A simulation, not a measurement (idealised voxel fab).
process module | voxel transistor to metal
cross-section cut | 155 nm wide | cells 5 nm
A cross-section is a grid of square cells, given in bands from the top down. A band is one or more rows of cells.
Each band's line starts with the height of the band's top and of its bottom, in nm. Then come its materials from left to right, each with its width in nm. One material with "throughout" fills the band from edge to edge. "air" is empty space.
Height 0 is the level under which the wafer as received is all one material. The lowest band goes on downwards, as in "0 down".
A width such as "30 to 40" changes by the same amount from each row of cells to the next, from the band's top row to its bottom row.
"no change" after a step means that no cell of the cross-section changed.
closed voids: empty space of 8 cells or more with no open way to the top, each as width x height at its distance from the left edge, in nm
after a step's settings: what the simulator itself notes on the step
overlay nm, on a step with a mask: how far to the right of its planned place the mask lay; to the left if negative
plan
1 op RECEIVE | material Si
2 op OXIDIZE | depth nm 5
3 op CONFORMAL_DEP | material SiN | thk nm 15
4 op DIRECTIONAL_DEP | material aC | thk nm 15
5 op PATTERN | tone cover | mask id ACTIVE | material resist | width nm 120 | thk nm 30 | overlay nm 0
6 op DIRECTIONAL_ETCH | etch materials aC | depth nm 15
7 op STRIP | etch materials resist
8 op DIRECTIONAL_ETCH | etch materials SiN | depth nm 15
9 op DIRECTIONAL_ETCH | etch materials SiO2 | depth nm 5
10 op DIRECTIONAL_ETCH | etch materials Si | depth nm 35
11 op STRIP | etch materials aC
12 op FILL_DEP | material SiO2 | thk nm 15
13 op CMP | height nm 15
14 op SELECTIVE_ETCH | etch materials SiO2 | depth nm 5
15 op STRIP | etch materials SiN
16 op SELECTIVE_ETCH | etch materials SiO2 | depth nm 5
17 op OXIDIZE | depth nm 5
18 op DIRECTIONAL_DEP | material polySi | thk nm 20
19 op DIRECTIONAL_DEP | material SiCN | thk nm 10
20 op MASKED_ETCH | tone cover | mask id GATE | width nm 30 | etch materials SiCN | depth nm 20 | overlay nm 0
21 op MASKED_ETCH | tone cover | mask id GATE | width nm 30 | etch materials polySi | depth nm 30 | overlay nm 0
22 op CONFORMAL_DEP | material SiO2 | thk nm 5
23 op DIRECTIONAL_ETCH | etch materials SiO2 | depth nm 5
24 op CONFORMAL_DEP | material SiN | thk nm 10
25 op DIRECTIONAL_ETCH | etch materials SiN | depth nm 10
26 op DIRECTIONAL_ETCH | etch materials SiO2 | depth nm 5
27 op DIRECTIONAL_ETCH | etch materials Si | depth nm 15
28 op EPI | material SiGe | thk nm 15
29 op FILL_DEP | material SiO2 | thk nm 10
30 op CMP | height nm 15
31 op STRIP | etch materials polySi
32 op SELECTIVE_ETCH | etch materials SiO2 | depth nm 5
33 op CONFORMAL_DEP | material HfO2 | thk nm 5
34 op CONFORMAL_DEP | material TiN | thk nm 5
35 op FILL_DEP | material W | thk nm 10
36 op CMP | height nm 10
37 op DIRECTIONAL_DEP | material SiO2 | thk nm 15
38 op DIRECTIONAL_DEP | material aC | thk nm 15
39 op PATTERN | tone open | mask id CONTACT | material resist | width nm 20 | pitch nm 80 | thk nm 30 | overlay nm 0
40 op DIRECTIONAL_ETCH | etch materials aC | depth nm 15
41 op STRIP | etch materials resist
42 op DIRECTIONAL_ETCH | etch materials SiO2 | depth nm 20
43 op STRIP | etch materials aC
44 op CONFORMAL_DEP | material TiN | thk nm 5
45 op FILL_DEP | material W | thk nm 5
46 op CMP | height nm 25
47 op DIRECTIONAL_DEP | material TiN | thk nm 5
48 op DIRECTIONAL_DEP | material W | thk nm 15
49 op MASKED_ETCH | tone cover | mask id METAL_1 | width nm 20 | pitch nm 80 | etch materials W | depth nm 15 | overlay nm 0
50 op MASKED_ETCH | tone cover | mask id METAL_1 | width nm 20 | pitch nm 80 | etch materials TiN | depth nm 5 | overlay nm 0
51 op FILL_DEP | material SiO2 | thk nm 5
52 op CMP | height nm 45
53 op CONFORMAL_DEP | material SiCN | thk nm 5
as received, after step 1
  0 down: Si throughout
  closed voids: none
first wafer at the end, as planned
  50 to 45: SiCN throughout
  45 to 30: SiO2 25 | W 20 | SiO2 60 | W 20 | SiO2 30
  30 to 25: SiO2 25 | TiN 20 | SiO2 60 | TiN 20 | SiO2 30
  25 to 10: SiO2 25 | TiN 5 | W 10 | TiN 5 | SiO2 60 | TiN 5 | W 10 | TiN 5 | SiO2 30
  10 to 5: SiO2 25 | TiN 20 | SiN 10 | HfO2 5 | TiN 5 | W 20 | TiN 5 | HfO2 5 | SiN 10 | TiN 20 | SiO2 30
  5 to 0: SiO2 15 | SiN 10 | SiGe 20 | SiN 10 | HfO2 5 | TiN 5 | W 20 | TiN 5 | HfO2 5 | SiN 10 | SiGe 20 | SiN 10 | SiO2 20
  0 to -5: SiO2 15 | SiN 10 | SiGe 20 | SiN 10 | HfO2 5 | TiN 30 | HfO2 5 | SiN 10 | SiGe 20 | SiN 10 | SiO2 20
  -5 to -10: SiO2 25 | SiGe 20 | SiO2 10 | HfO2 40 | SiO2 10 | SiGe 20 | SiO2 30
  -10 to -25: SiO2 15 | Si 10 | SiGe 20 | Si 60 | SiGe 20 | Si 10 | SiO2 20
  -25 to -40: SiO2 15 | Si 120 | SiO2 20
  -40 down: Si throughout
  closed voids: none
second wafer at the end: like start, like plan, one mistake
  50 to 45: SiCN throughout
  45 to 30: SiO2 25 | W 20 | SiO2 60 | W 20 | SiO2 30
  30 to 25: SiO2 25 | TiN 20 | SiO2 60 | TiN 20 | SiO2 30
  25 to 10: HfO2 throughout
  10 to 5: SiO2 45 | SiN 10 | HfO2 5 | TiN 5 | W 20 | TiN 5 | HfO2 5 | SiN 10 | SiO2 50
  5 to 0: SiO2 15 | SiN 10 | SiGe 20 | SiN 10 | HfO2 5 | TiN 5 | W 20 | TiN 5 | HfO2 5 | SiN 10 | SiGe 20 | SiN 10 | SiO2 20
  0 to -5: SiO2 15 | SiN 10 | SiGe 20 | SiN 10 | HfO2 5 | TiN 30 | HfO2 5 | SiN 10 | SiGe 20 | SiN 10 | SiO2 20
  -5 to -10: SiO2 25 | SiGe 20 | SiO2 10 | HfO2 40 | SiO2 10 | SiGe 20 | SiO2 30
  -10 to -25: SiO2 15 | Si 10 | SiGe 20 | Si 60 | SiGe 20 | Si 10 | SiO2 20
  -25 to -40: SiO2 15 | Si 120 | SiO2 20
  -40 down: Si throughout
  closed voids: none
what went wrong: step 37 ran as: op DIRECTIONAL_DEP | material HfO2 | thk nm 15
at the end the second wafer has, in cells: 93 more of HfO2 | 61 fewer of SiO2 | 20 fewer of TiN | 12 fewer of W
